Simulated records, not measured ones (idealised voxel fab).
Herein follows the process module entitled voxel capacitor over wiring.
Shown is cross-section cut, with a width of 210 nm and square cells of size 5 nm.
Cross-section, as written here: a square-cell grid given band by band from the top down, where a band holds one or more rows of cells.
The band entry comprises the height of the band's top followed by the height of its bottom, expressed in nm, and subsequently the band's materials from left to right, each stated together with its width in nm. Where a single material is marked with the word "all across", that material fills the band from edge to edge. The word "empty" represents empty space.
Basically, 0 is our baseline, since under it the wafer straight out of the box is all one material. The bottom band has no lower end and keeps on going down, so it looks like "top 0, no bottom".
A two-number width, for instance "30 to 40", indicates that the width is equal to the first number in the top row of the band and to the second number in the bottom row, and that it changes by a constant amount per row of cells.
It should be understood that the words "no modifications", when stated for a given step, signify that the cross-section underwent no change in any of its cells during that step.
Any empty space of 8 cells or more lacking an open way to the top shows up in "Completely sealed voids" as width x height at distance, distance from the left edge, in nm.
The remark found on a step's line after its settings is issued by the simulator itself and pertains to that step.
When a step includes a mask, the "overlay nm" setting on its line states how far to the right of its planned place that mask lay, and negative values state how far to the left.
Planned step list for the process
| 1 | RECEIVE: material Si |
| 2 | CONFORMAL_DEP: material SiO2, thk nm 15 |
| 3 | CONFORMAL_DEP: material SiN, thk nm 5 |
| 4 | DIRECTIONAL_DEP: material SiO2, thk nm 25 |
| 5 | PATTERN: tone open, mask id METAL_1, material resist, width nm 30, pitch nm 95, thk nm 20, overlay nm 0 |
| 6 | DIRECTIONAL_ETCH: etch materials SiO2, depth nm 25 |
| 7 | DIRECTIONAL_ETCH: etch materials SiN, depth nm 5 |
| 8 | STRIP: etch materials resist |
| 9 | CONFORMAL_DEP: material TiN, thk nm 5 |
| 10 | FILL_DEP: material Cu, thk nm 10 |
| 11 | CMP: height nm 45 |
| 12 | EPI: material Ru, thk nm 5 |
| 13 | FILL_DEP: material SiCN, thk nm 5 |
| 14 | DIRECTIONAL_DEP: material lowk, thk nm 15 |
| 15 | PATTERN: tone open, mask id PLUG_1, material resist, width nm 15, thk nm 15, overlay nm 0 |
| 16 | DIRECTIONAL_ETCH: etch materials lowk, depth nm 15 |
| 17 | DIRECTIONAL_ETCH: etch materials SiCN, depth nm 5 |
| 18 | STRIP: etch materials resist |
| 19 | CONFORMAL_DEP: material TiN, thk nm 5 |
| 20 | FILL_DEP: material Cu, thk nm 10 |
| 21 | CMP: height nm 70 |
| 22 | DIRECTIONAL_DEP: material TiN, thk nm 10 |
| 23 | DIRECTIONAL_DEP: material Al2O3, thk nm 5 |
| 24 | DIRECTIONAL_DEP: material TiN, thk nm 10 |
| 25 | MASKED_ETCH: tone cover, mask id UPPER_PLATE, width nm 70, etch materials TiN, depth nm 10, overlay nm 0 |
| 26 | MASKED_ETCH: tone cover, mask id UPPER_PLATE, width nm 70, etch materials Al2O3, depth nm 5, overlay nm 0 |
| 27 | DIRECTIONAL_DEP: material aC, thk nm 15 |
| 28 | PATTERN: tone cover, mask id LOWER_PLATE, material resist, width nm 80, thk nm 30, overlay nm 0 |
| 29 | DIRECTIONAL_ETCH: etch materials aC, depth nm 15 |
| 30 | STRIP: etch materials resist |
| 31 | DIRECTIONAL_ETCH: etch materials TiN, depth nm 10 |
| 32 | STRIP: etch materials aC |
| 33 | FILL_DEP: material SiO2, thk nm 20 |
| 34 | CMP: height nm 110 |
| 35 | MASKED_ETCH: tone open, mask id PLUG_2, width nm 15, etch materials SiO2, depth nm 15, overlay nm 0 |
| 36 | CONFORMAL_DEP: material TiN, thk nm 5 |
| 37 | FILL_DEP: material Cu, thk nm 10 |
| 38 | CMP: height nm 110 |
| 39 | CONFORMAL_DEP: material SiCN, thk nm 5 |
Incoming wafer in cross-section (state: after step 1)
- top 0, no bottom | Si all across
- Completely sealed voids: none
Cross-section taken at module completion on the first of two wafers; processed per the plan
- top 115, bottom 110 | SiCN all across
- top 110, bottom 100 | 65 nm SiO2  5 nm TiN  5 nm Cu  5 nm TiN  130 nm SiO2
- top 100, bottom 95 | 65 nm SiO2  15 nm TiN  130 nm SiO2
- top 95, bottom 85 | 55 nm SiO2  70 nm TiN  85 nm SiO2
- top 85, bottom 80 | 55 nm SiO2  70 nm Al2O3  85 nm SiO2
- top 80, bottom 70 | 50 nm SiO2  80 nm TiN  80 nm SiO2
- top 70, bottom 55 | 55 nm lowk  5 nm TiN  5 nm Cu  5 nm TiN  140 nm lowk
- top 55, bottom 50 | 55 nm SiCN  15 nm TiN  140 nm SiCN
- top 50, bottom 45 | 35 nm SiCN  40 nm Ru  55 nm SiCN  40 nm Ru  40 nm SiCN
- top 45, bottom 20 | 40 nm SiO2  5 nm TiN  20 nm Cu  5 nm TiN  65 nm SiO2  5 nm TiN  20 nm Cu  5 nm TiN  45 nm SiO2
- top 20, bottom 15 | 40 nm SiN  30 nm TiN  65 nm SiN  30 nm TiN  45 nm SiN
- top 15, bottom 0 | SiO2 all across
- top 0, no bottom | Si all across
- Completely sealed voids: none
The second wafer, shown in cross-section after the module: started the same way as the first and given the same plan, yet one mistake crept into how it was run
- top 115, bottom 110 | SiCN all across
- top 110, bottom 100 | 65 nm SiO2  5 nm TiN  5 nm Cu  5 nm TiN  130 nm SiO2
- top 100, bottom 95 | 65 nm SiO2  15 nm TiN  130 nm SiO2
- top 95, bottom 85 | 55 nm SiO2  70 nm TiN  85 nm SiO2
- top 85, bottom 80 | 55 nm SiO2  70 nm Al2O3  85 nm SiO2
- top 80, bottom 70 | 50 nm SiO2  80 nm TiN  80 nm SiO2
- top 70, bottom 55 | 55 nm lowk  5 nm TiN  5 nm Cu  5 nm TiN  140 nm lowk
- top 55, bottom 50 | 55 nm SiCN  15 nm TiN  140 nm SiCN
- top 50, bottom 45 | Ru all across
- top 45, bottom 40 | 45 nm TiN  20 nm Cu  75 nm TiN  20 nm Cu  50 nm TiN
- top 40, bottom 20 | 40 nm SiO2  5 nm TiN  20 nm Cu  5 nm TiN  65 nm SiO2  5 nm TiN  20 nm Cu  5 nm TiN  45 nm SiO2
- top 20, bottom 15 | 40 nm SiO2  30 nm TiN  65 nm SiO2  30 nm TiN  45 nm SiO2
- top 15, bottom 0 | SiO2 all across
- top 0, no bottom | Si all across
- Completely sealed voids: none
The mistake made against the process plan was this: plan step 3 never ran because it was skipped
Final difference in cells, second wafer against first, listed per material as more or fewer: Ru: 26 more; SiCN: 26 fewer; SiN: 30 fewer; TiN: 30 more
